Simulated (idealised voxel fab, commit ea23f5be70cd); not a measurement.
process module | voxel released beams
cross-section cut | 265 nm wide | cells 5 nm
A cross-section is a grid of square cells, given in bands from the top down. A band is one or more rows of cells.
Each band's line starts with the height of the band's top and of its bottom, in nm. Then come its materials from left to right, each with its width in nm. One material with "throughout" fills the band from edge to edge. "air" is empty space.
Height 0 is the level under which the wafer as received is all one material. The lowest band goes on downwards, as in "0 down".
A width such as "30 to 40" changes by the same amount from each row of cells to the next, from the band's top row to its bottom row.
"no change" after a step means that no cell of the cross-section changed.
closed voids: empty space of 8 cells or more with no open way to the top, each as width x height at its distance from the left edge, in nm
after a step's settings: what the simulator itself notes on the step
overlay nm, on a step with a mask: how far to the right of its planned place the mask lay; to the left if negative
plan
1 op RECEIVE | material Si
2 op CONFORMAL_DEP | material Al2O3 | thk nm 10
3 op DIRECTIONAL_DEP | material SiO2 | thk nm 10
4 op MASKED_ETCH | tone open | mask id ANCHOR | width nm 40 | etch materials SiO2 | depth nm 10 | overlay nm 0
5 op CONFORMAL_DEP | material W | thk nm 15
6 op MASKED_ETCH | tone cover | mask id BEAM | width nm 90 | etch materials W | depth nm 15 | overlay nm 0
7 op STRIP | etch materials SiO2
as received, after step 1
  0 down: Si throughout
  closed voids: none
first wafer at the end, as planned
  35 to 25: air 85 | W 20 | air 10 | W 60 | air 90
  25 to 20: air 85 | W 90 | air 90
  20 to 10: air 90 | W 40 | air 135
  10 to 0: Al2O3 throughout
  0 down: Si throughout
  closed voids: none
second wafer at the end: like start, like plan, one mistake
  35 to 25: air 85 | W 20 | air 15 | W 55 | air 90
  25 to 20: air 85 | W 90 | air 90
  20 to 10: air 90 | W 45 | air 130
  10 to 0: Al2O3 throughout
  0 down: Si throughout
  closed voids: none
what went wrong: step 4 ran as: op MASKED_ETCH | tone open | mask id ANCHOR | width nm 45 | etch materials SiO2 | depth nm 10 | overlay nm 0
at the end the second wafer has, in cells: as many of each material as the first, in other places
